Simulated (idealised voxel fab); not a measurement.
process module | voxel capacitor over wiring
cross-section cut | 225 nm wide | cells 5 nm
A cross-section is a grid of square cells, given in bands from the top down. A band is one or more rows of cells.
Each band's line starts with the height of the band's top and of its bottom, in nm. Then come its materials from left to right, each with its width in nm. One material with "throughout" fills the band from edge to edge. "air" is empty space.
Height 0 is the level under which the wafer as received is all one material. The lowest band goes on downwards, as in "0 down".
A width such as "30 to 40" changes by the same amount from each row of cells to the next, from the band's top row to its bottom row.
"no change" after a step means that no cell of the cross-section changed.
closed voids: empty space of 8 cells or more with no open way to the top, each as width x height at its distance from the left edge, in nm
after a step's settings: what the simulator itself notes on the step
overlay nm, on a step with a mask: how far to the right of its planned place the mask lay; to the left if negative
plan
1 op RECEIVE | material Si
2 op CONFORMAL_DEP | material SiO2 | thk nm 15
3 op CONFORMAL_DEP | material SiN | thk nm 5
4 op DIRECTIONAL_DEP | material SiO2 | thk nm 25
5 op DIRECTIONAL_DEP | material aC | thk nm 10
6 op PATTERN | tone open | mask id METAL_1 | material resist | width nm 25 | pitch nm 85 | thk nm 30 | overlay nm 0
7 op DIRECTIONAL_ETCH | etch materials aC | depth nm 10
8 op STRIP | etch materials resist
9 op DIRECTIONAL_ETCH | etch materials SiO2 | depth nm 25
10 op DIRECTIONAL_ETCH | etch materials SiN | depth nm 5
11 op STRIP | etch materials aC
12 op CONFORMAL_DEP | material TiN | thk nm 5
13 op FILL_DEP | material Ru | thk nm 5
14 op CMP | height nm 45
15 op EPI | material Ru | thk nm 5
16 op FILL_DEP | material SiCN | thk nm 5
17 op DIRECTIONAL_DEP | material SiO2 | thk nm 15
18 op MASKED_ETCH | tone open | mask id PLUG_1 | width nm 15 | etch materials SiO2 | depth nm 15 | overlay nm 0
19 op MASKED_ETCH | tone open | mask id PLUG_1 | width nm 15 | etch materials SiCN | depth nm 5 | overlay nm 0
20 op CONFORMAL_DEP | material TiN | thk nm 5
21 op FILL_DEP | material W | thk nm 10
22 op CMP | height nm 70
23 op DIRECTIONAL_DEP | material TiN | thk nm 10
24 op DIRECTIONAL_DEP | material Al2O3 | thk nm 5
25 op DIRECTIONAL_DEP | material TiN | thk nm 10
26 op PATTERN | tone cover | mask id UPPER_PLATE | material resist | width nm 65 | thk nm 15 | overlay nm 0
27 op DIRECTIONAL_ETCH | etch materials TiN | depth nm 10
28 op DIRECTIONAL_ETCH | etch materials Al2O3 | depth nm 5
29 op STRIP | etch materials resist
30 op DIRECTIONAL_DEP | material aC | thk nm 15
31 op PATTERN | tone cover | mask id LOWER_PLATE | material resist | width nm 75 | thk nm 30 | overlay nm 0
32 op DIRECTIONAL_ETCH | etch materials aC | depth nm 15
33 op STRIP | etch materials resist
34 op DIRECTIONAL_ETCH | etch materials TiN | depth nm 10
35 op STRIP | etch materials aC
36 op FILL_DEP | material SiO2 | thk nm 15
37 op CMP | height nm 105
38 op PATTERN | tone open | mask id PLUG_2 | material resist | width nm 15 | thk nm 20 | overlay nm 0
39 op DIRECTIONAL_ETCH | etch materials SiO2 | depth nm 10
40 op STRIP | etch materials resist
41 op CONFORMAL_DEP | material TiN | thk nm 5
42 op FILL_DEP | material Cu | thk nm 10
43 op CMP | height nm 105
44 op CONFORMAL_DEP | material SiCN | thk nm 5
first wafer, as planned
as received, after step 1
  0 down: Si throughout
  closed voids: none
after step 2
  15 to 0: SiO2 throughout
  below 0: unchanged
after step 3
  20 to 15: SiN throughout
  below 15: unchanged
after step 4
  45 to 20: SiO2 throughout
  below 20: unchanged
after step 5
  55 to 45: aC throughout
  below 45: unchanged
after step 6
  85 to 55: resist 55 | air 25 | resist 60 | air 25 | resist 60
  below 55: unchanged
after step 7
  75 to 55: resist 55 | air 25 | resist 60 | air 25 | resist 60
  55 to 45: aC 55 | air 25 | aC 60 | air 25 | aC 60
  below 45: unchanged
after step 8
  55 to 45: aC 55 | air 25 | aC 60 | air 25 | aC 60
  below 45: unchanged
after step 9
  55 to 45: aC 55 | air 25 | aC 60 | air 25 | aC 60
  45 to 20: SiO2 55 | air 25 | SiO2 60 | air 25 | SiO2 60
  below 20: unchanged
after step 10
  55 to 45: aC 55 | air 25 | aC 60 | air 25 | aC 60
  45 to 20: SiO2 55 | air 25 | SiO2 60 | air 25 | SiO2 60
  20 to 15: SiN 55 | air 25 | SiN 60 | air 25 | SiN 60
  below 15: unchanged
after step 11
  45 to 20: SiO2 55 | air 25 | SiO2 60 | air 25 | SiO2 60
  below 20: unchanged
after step 12
  50 to 45: TiN 60 | air 15 | TiN 70 | air 15 | TiN 65
  45 to 20: SiO2 55 | TiN 5 | air 15 | TiN 5 | SiO2 60 | TiN 5 | air 15 | TiN 5 | SiO2 60
  20 to 15: SiN 55 | TiN 25 | SiN 60 | TiN 25 | SiN 60
  below 15: unchanged
after step 13
  55 to 50: Ru throughout
  50 to 45: TiN 60 | Ru 15 | TiN 70 | Ru 15 | TiN 65
  45 to 20: SiO2 55 | TiN 5 | Ru 15 | TiN 5 | SiO2 60 | TiN 5 | Ru 15 | TiN 5 | SiO2 60
  below 20: unchanged
after step 14
  45 to 20: SiO2 55 | TiN 5 | Ru 15 | TiN 5 | SiO2 60 | TiN 5 | Ru 15 | TiN 5 | SiO2 60
  below 20: unchanged
after step 15
  50 to 45: air 50 | Ru 35 | air 50 | Ru 35 | air 55
  below 45: unchanged
after step 16
  55 to 50: SiCN throughout
  50 to 45: SiCN 50 | Ru 35 | SiCN 50 | Ru 35 | SiCN 55
  below 45: unchanged
after step 17
  70 to 55: SiO2 throughout
  below 55: unchanged
after step 18
  70 to 55: SiO2 65 | air 15 | SiO2 145
  below 55: unchanged
after step 19
  70 to 55: SiO2 65 | air 15 | SiO2 145
  55 to 50: SiCN 65 | air 15 | SiCN 145
  below 50: unchanged
after step 20
  75 to 70: TiN 70 | air 5 | TiN 150
  70 to 55: SiO2 65 | TiN 5 | air 5 | TiN 5 | SiO2 145
  55 to 50: SiCN 65 | TiN 15 | SiCN 145
  below 50: unchanged
after step 21
  85 to 75: W throughout
  75 to 70: TiN 70 | W 5 | TiN 150
  70 to 55: SiO2 65 | TiN 5 | W 5 | TiN 5 | SiO2 145
  below 55: unchanged
after step 22
  70 to 55: SiO2 65 | TiN 5 | W 5 | TiN 5 | SiO2 145
  below 55: unchanged
after step 23
  80 to 70: TiN throughout
  below 70: unchanged
after step 24
  85 to 80: Al2O3 throughout
  below 80: unchanged
after step 25
  95 to 85: TiN throughout
  below 85: unchanged
after step 26
  110 to 95: air 65 | resist 65 | air 95
  below 95: unchanged
after step 27
  110 to 95: air 65 | resist 65 | air 95
  95 to 85: air 65 | TiN 65 | air 95
  below 85: unchanged
after step 28
  110 to 95: air 65 | resist 65 | air 95
  95 to 85: air 65 | TiN 65 | air 95
  85 to 80: air 65 | Al2O3 65 | air 95
  below 80: unchanged
after step 29
  95 to 85: air 65 | TiN 65 | air 95
  below 85: unchanged
after step 30
  110 to 95: air 65 | aC 65 | air 95
  95 to 85: aC 65 | TiN 65 | aC 95
  85 to 80: aC 65 | Al2O3 65 | aC 95
  below 80: unchanged
after step 31
  140 to 110: air 60 | resist 75 | air 90
  110 to 95: air 60 | resist 5 | aC 65 | resist 5 | air 90
  below 95: unchanged
after step 32
  125 to 110: air 60 | resist 75 | air 90
  110 to 95: air 60 | resist 5 | aC 65 | resist 5 | air 90
  95 to 85: air 60 | aC 5 | TiN 65 | aC 5 | air 90
  85 to 80: air 60 | aC 5 | Al2O3 65 | aC 5 | air 90
  below 80: unchanged
after step 33
  110 to 95: air 65 | aC 65 | air 95
  below 95: unchanged
after step 34
  110 to 95: air 65 | aC 65 | air 95
  95 to 85: air 60 | aC 5 | TiN 65 | aC 5 | air 90
  85 to 80: air 60 | aC 5 | Al2O3 65 | aC 5 | air 90
  80 to 70: air 60 | TiN 75 | air 90
  below 70: unchanged
after step 35
  95 to 85: air 65 | TiN 65 | air 95
  85 to 80: air 65 | Al2O3 65 | air 95
  below 80: unchanged
after step 36
  110 to 95: SiO2 throughout
  95 to 85: SiO2 65 | TiN 65 | SiO2 95
  85 to 80: SiO2 65 | Al2O3 65 | SiO2 95
  80 to 70: SiO2 60 | TiN 75 | SiO2 90
  below 70: unchanged
after step 37
  105 to 95: SiO2 throughout
  below 95: unchanged
after step 38
  125 to 105: resist 75 | air 15 | resist 135
  below 105: unchanged
after step 39
  125 to 105: resist 75 | air 15 | resist 135
  105 to 95: SiO2 75 | air 15 | SiO2 135
  below 95: unchanged
after step 40
  105 to 95: SiO2 75 | air 15 | SiO2 135
  below 95: unchanged
after step 41
  110 to 105: TiN 80 | air 5 | TiN 140
  105 to 100: SiO2 75 | TiN 5 | air 5 | TiN 5 | SiO2 135
  100 to 95: SiO2 75 | TiN 15 | SiO2 135
  below 95: unchanged
after step 42
  120 to 110: Cu throughout
  110 to 105: TiN 80 | Cu 5 | TiN 140
  105 to 100: SiO2 75 | TiN 5 | Cu 5 | TiN 5 | SiO2 135
  below 100: unchanged
after step 43
  105 to 100: SiO2 75 | TiN 5 | Cu 5 | TiN 5 | SiO2 135
  below 100: unchanged
after step 44
  110 to 105: SiCN throughout
  below 105: unchanged
second wafer: like start, like plan, one mistake. Through step 3 it matches the first wafer
when step 4 should have ended
  45 to 20: W throughout
  below 20: unchanged
when step 5 should have ended
  55 to 45: aC throughout
  below 45: unchanged
when step 6 should have ended
  85 to 55: resist 55 | air 25 | resist 60 | air 25 | resist 60
  below 55: unchanged
when step 7 should have ended
  75 to 55: resist 55 | air 25 | resist 60 | air 25 | resist 60
  55 to 45: aC 55 | air 25 | aC 60 | air 25 | aC 60
  below 45: unchanged
when step 8 should have ended
  55 to 45: aC 55 | air 25 | aC 60 | air 25 | aC 60
  below 45: unchanged
when step 9 should have ended: no change
when step 10 should have ended: no change
when step 11 should have ended
  45 to 20: W throughout
  below 20: unchanged
when step 12 should have ended
  50 to 45: TiN throughout
  below 45: unchanged
when step 13 should have ended
  55 to 50: Ru throughout
  below 50: unchanged
when step 14 should have ended
  45 to 20: W throughout
  below 20: unchanged
when step 15 should have ended
  50 to 45: Ru throughout
  below 45: unchanged
when step 16 should have ended
  55 to 50: SiCN throughout
  below 50: unchanged
when step 17 should have ended
  70 to 55: SiO2 throughout
  below 55: unchanged
when step 18 should have ended
  70 to 55: SiO2 65 | air 15 | SiO2 145
  below 55: unchanged
when step 19 should have ended
  70 to 55: SiO2 65 | air 15 | SiO2 145
  55 to 50: SiCN 65 | air 15 | SiCN 145
  below 50: unchanged
when step 20 should have ended
  75 to 70: TiN 70 | air 5 | TiN 150
  70 to 55: SiO2 65 | TiN 5 | air 5 | TiN 5 | SiO2 145
  55 to 50: SiCN 65 | TiN 15 | SiCN 145
  below 50: unchanged
when step 21 should have ended
  85 to 75: W throughout
  75 to 70: TiN 70 | W 5 | TiN 150
  70 to 55: SiO2 65 | TiN 5 | W 5 | TiN 5 | SiO2 145
  below 55: unchanged
when step 22 should have ended
  70 to 55: SiO2 65 | TiN 5 | W 5 | TiN 5 | SiO2 145
  below 55: unchanged
when step 23 should have ended
  80 to 70: TiN throughout
  below 70: unchanged
when step 24 should have ended
  85 to 80: Al2O3 throughout
  below 80: unchanged
when step 25 should have ended
  95 to 85: TiN throughout
  below 85: unchanged
when step 26 should have ended
  110 to 95: air 65 | resist 65 | air 95
  below 95: unchanged
when step 27 should have ended
  110 to 95: air 65 | resist 65 | air 95
  95 to 85: air 65 | TiN 65 | air 95
  below 85: unchanged
when step 28 should have ended
  110 to 95: air 65 | resist 65 | air 95
  95 to 85: air 65 | TiN 65 | air 95
  85 to 80: air 65 | Al2O3 65 | air 95
  below 80: unchanged
when step 29 should have ended
  95 to 85: air 65 | TiN 65 | air 95
  below 85: unchanged
when step 30 should have ended
  110 to 95: air 65 | aC 65 | air 95
  95 to 85: aC 65 | TiN 65 | aC 95
  85 to 80: aC 65 | Al2O3 65 | aC 95
  below 80: unchanged
when step 31 should have ended
  140 to 110: air 60 | resist 75 | air 90
  110 to 95: air 60 | resist 5 | aC 65 | resist 5 | air 90
  below 95: unchanged
when step 32 should have ended
  125 to 110: air 60 | resist 75 | air 90
  110 to 95: air 60 | resist 5 | aC 65 | resist 5 | air 90
  95 to 85: air 60 | aC 5 | TiN 65 | aC 5 | air 90
  85 to 80: air 60 | aC 5 | Al2O3 65 | aC 5 | air 90
  below 80: unchanged
when step 33 should have ended
  110 to 95: air 65 | aC 65 | air 95
  below 95: unchanged
when step 34 should have ended
  110 to 95: air 65 | aC 65 | air 95
  95 to 85: air 60 | aC 5 | TiN 65 | aC 5 | air 90
  85 to 80: air 60 | aC 5 | Al2O3 65 | aC 5 | air 90
  80 to 70: air 60 | TiN 75 | air 90
  below 70: unchanged
when step 35 should have ended
  95 to 85: air 65 | TiN 65 | air 95
  85 to 80: air 65 | Al2O3 65 | air 95
  below 80: unchanged
when step 36 should have ended
  110 to 95: SiO2 throughout
  95 to 85: SiO2 65 | TiN 65 | SiO2 95
  85 to 80: SiO2 65 | Al2O3 65 | SiO2 95
  80 to 70: SiO2 60 | TiN 75 | SiO2 90
  below 70: unchanged
when step 37 should have ended
  105 to 95: SiO2 throughout
  below 95: unchanged
when step 38 should have ended
  125 to 105: resist 75 | air 15 | resist 135
  below 105: unchanged
when step 39 should have ended
  125 to 105: resist 75 | air 15 | resist 135
  105 to 95: SiO2 75 | air 15 | SiO2 135
  below 95: unchanged
when step 40 should have ended
  105 to 95: SiO2 75 | air 15 | SiO2 135
  below 95: unchanged
when step 41 should have ended
  110 to 105: TiN 80 | air 5 | TiN 140
  105 to 100: SiO2 75 | TiN 5 | air 5 | TiN 5 | SiO2 135
  100 to 95: SiO2 75 | TiN 15 | SiO2 135
  below 95: unchanged
when step 42 should have ended
  120 to 110: Cu throughout
  110 to 105: TiN 80 | Cu 5 | TiN 140
  105 to 100: SiO2 75 | TiN 5 | Cu 5 | TiN 5 | SiO2 135
  below 100: unchanged
when step 43 should have ended
  105 to 100: SiO2 75 | TiN 5 | Cu 5 | TiN 5 | SiO2 135
  below 100: unchanged
when step 44 should have ended
  110 to 105: SiCN throughout
  below 105: unchanged
what went wrong: step 4 ran as: op DIRECTIONAL_DEP | material W | thk nm 25
at the end the second wafer has, in cells: 1 more of Ru | 31 fewer of SiCN | 10 more of SiN | 175 fewer of SiO2 | 30 fewer of TiN | 225 more of W
